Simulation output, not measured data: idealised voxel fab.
Process module name: voxel double patterning
Cross-section cut: width 225 nm, square cells of 5 nm.
For the purposes of this document, a cross-section shall be understood as a grid of square cells, specified as bands listed in top-to-bottom order, each band consisting of one or more rows of cells.
Read a band's entry like this: the first values are the height of its top and the height of its bottom in nm, and what follows is the sequence of materials from left to right, each with its width in nm. Note that "empty" is empty space, and that a single material marked "everywhere" reaches across the band from edge to edge.
Heights are reckoned from 0. Under this level, the received wafer is all of one material. The bottommost band is open-ended downward, for example "top 0, no bottom".
You'd read "30..40" like this: the band's top row of cells is as wide as the first number, its bottom row is as wide as the second, and going down, every row changes width by the same amount as the row before did.
"no change" after a step means that no cell of the cross-section changed.
Each empty space that has no open way to the top and spans at least 8 cells appears under "Trapped void list" as width x height at distance, the distance counted from the left edge, all in nm.
Step line, after settings: the simulator's comment on this step.
Steps that use a mask can have "overlay nm" on their line. It says how far the mask sat to the right of where it was meant to be. Negative means to the left.

**This section lists the process steps that were planned**
| 1 | RECEIVE,material Si |
| 2 | CONFORMAL_DEP,material SiN,thk nm 5 |
| 3 | DIRECTIONAL_DEP,material SiO2,thk nm 15 |
| 4 | DIRECTIONAL_DEP,material SiCN,thk nm 10 |
| 5 | PATTERN,tone open,mask id FIRST,material resist,width nm 15,pitch nm 50,thk nm 15,overlay nm 0 |
| 6 | DIRECTIONAL_ETCH,etch materials SiCN,depth nm 10 |
| 7 | STRIP,etch materials resist |
| 8 | MASKED_ETCH,tone open,mask id SECOND,width nm 15,pitch nm 50,etch materials SiCN,depth nm 10,overlay nm 0 |
| 9 | DIRECTIONAL_ETCH,etch materials SiO2,depth nm 15 |
| 10 | STRIP,etch materials SiCN |
It is noted that the wafers described herein are identical at the outset and are distinguished by the width nm of step 8; the value stated in the plan corresponds to the first wafer.

**The first of several wafers, as received after step 1, seen in section**
top 0, no bottom: Si everywhere
Trapped void list: none

**Row per wafer, end-of-module: cell gain (+)/loss (-) by material since the wafer came in, then closed voids**
width nm 15; +45 SiN; +90 SiO2; Trapped void list: none
width nm 20; +45 SiN; +84 SiO2; Trapped void list: none
width nm 25; +45 SiN; +78 SiO2; Trapped void list: none
width nm 30; +45 SiN; +72 SiO2; Trapped void list: none
